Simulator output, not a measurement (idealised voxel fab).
process module | voxel self aligned vias
cross-section cut | 250 nm wide | cells 5 nm
A cross-section is a grid of square cells, given in bands from the top down. A band is one or more rows of cells.
Each band's line starts with the height of the band's top and of its bottom, in nm. Then come its materials from left to right, each with its width in nm. One material with "throughout" fills the band from edge to edge. "air" is empty space.
Height 0 is the level under which the wafer as received is all one material. The lowest band goes on downwards, as in "0 down".
A width such as "30 to 40" changes by the same amount from each row of cells to the next, from the band's top row to its bottom row.
"no change" after a step means that no cell of the cross-section changed.
closed voids: empty space of 8 cells or more with no open way to the top, each as width x height at its distance from the left edge, in nm
after a step's settings: what the simulator itself notes on the step
overlay nm, on a step with a mask: how far to the right of its planned place the mask lay; to the left if negative
plan
1 op RECEIVE | material Si
2 op CONFORMAL_DEP | material SiO2 | thk nm 10
3 op CONFORMAL_DEP | material SiCN | thk nm 5
4 op DIRECTIONAL_DEP | material lowk | thk nm 25
5 op PATTERN | tone open | mask id LINES | material resist | width nm 30 | pitch nm 65 | thk nm 15 | overlay nm 0
6 op DIRECTIONAL_ETCH | etch materials lowk | depth nm 25
7 op STRIP | etch materials resist
8 op CONFORMAL_DEP | material TiN | thk nm 5
9 op FILL_DEP | material Ru | thk nm 10
10 op CMP | height nm 40
11 op SELECTIVE_ETCH | etch materials W Ru TiN | depth nm 10
12 op FILL_DEP | material SiN | thk nm 10
13 op CMP | height nm 40
14 op DIRECTIONAL_DEP | material lowk | thk nm 15
15 op PATTERN | tone open | mask id VIAS | material resist | width nm 40 | pitch nm 65 | thk nm 20 | overlay nm 0
16 op DIRECTIONAL_ETCH | etch materials lowk | depth nm 15
17 op DIRECTIONAL_ETCH | etch materials SiN | depth nm 10
18 op STRIP | etch materials resist
19 op CONFORMAL_DEP | material TiN | thk nm 5
20 op FILL_DEP | material W | thk nm 5
21 op CMP | height nm 55
22 op CONFORMAL_DEP | material SiN | thk nm 5
varied across the wafers: width nm of step 15. The plan shows the first wafer's value. All wafers start alike
first wafer as received, after step 1
  0 down: Si throughout
  closed voids: none
first wafer at the end, after step 22
  60 to 55: SiN throughout
  55 to 45: lowk 40 | TiN 5 | W 30 | TiN 5 | lowk 25 | TiN 5 | W 30 | TiN 5 | lowk 25 | TiN 5 | W 30 | TiN 5 | lowk 40
  45 to 35: lowk 40 to 45 | TiN 10 to 5 | W 20 | TiN 10 to 5 | lowk 25 to 35 | TiN 10 to 5 | W 20 | TiN 10 to 5 | lowk 25 to 35 | TiN 10 to 5 | W 20 | TiN 10 to 5 | lowk 40 to 45
  35 to 30: lowk 45 | TiN 30 | lowk 35 | TiN 30 | lowk 35 | TiN 30 | lowk 45
  30 to 20: lowk 45 | TiN 5 | Ru 20 | TiN 5 | lowk 35 | TiN 5 | Ru 20 | TiN 5 | lowk 35 | TiN 5 | Ru 20 | TiN 5 | lowk 45
  20 to 15: lowk 45 | TiN 30 | lowk 35 | TiN 30 | lowk 35 | TiN 30 | lowk 45
  15 to 10: SiCN throughout
  10 to 0: SiO2 throughout
  0 down: Si throughout
  closed voids: none
last wafer at the end
  60 to 55: SiN throughout
  55 to 45: lowk 35 | TiN 5 | W 40 | TiN 5 | lowk 15 | TiN 5 | W 40 | TiN 5 | lowk 15 | TiN 5 | W 40 | TiN 5 | lowk 35
  45 to 35: lowk 35 to 45 | TiN 15 to 5 | W 20 | TiN 15 to 5 | lowk 15 to 35 | TiN 15 to 5 | W 20 | TiN 15 to 5 | lowk 15 to 35 | TiN 15 to 5 | W 20 | TiN 15 to 5 | lowk 35 to 45
  35 to 30: lowk 45 | TiN 30 | lowk 35 | TiN 30 | lowk 35 | TiN 30 | lowk 45
  30 to 20: lowk 45 | TiN 5 | Ru 20 | TiN 5 | lowk 35 | TiN 5 | Ru 20 | TiN 5 | lowk 35 | TiN 5 | Ru 20 | TiN 5 | lowk 45
  20 to 15: lowk 45 | TiN 30 | lowk 35 | TiN 30 | lowk 35 | TiN 30 | lowk 45
  15 to 10: SiCN throughout
  10 to 0: SiO2 throughout
  0 down: Si throughout
  closed voids: none
each wafer at the end: cells of each material gained (+) or lost (-) since it was received, then its closed voids
width nm 40 | +24 Ru | +50 SiCN | +50 SiN | +100 SiO2 | +78 TiN | +60 W | +238 lowk | closed voids: none
width nm 45 | +24 Ru | +50 SiCN | +50 SiN | +100 SiO2 | +81 TiN | +66 W | +229 lowk | closed voids: none
width nm 50 | +24 Ru | +50 SiCN | +50 SiN | +100 SiO2 | +84 TiN | +72 W | +220 lowk | closed voids: none
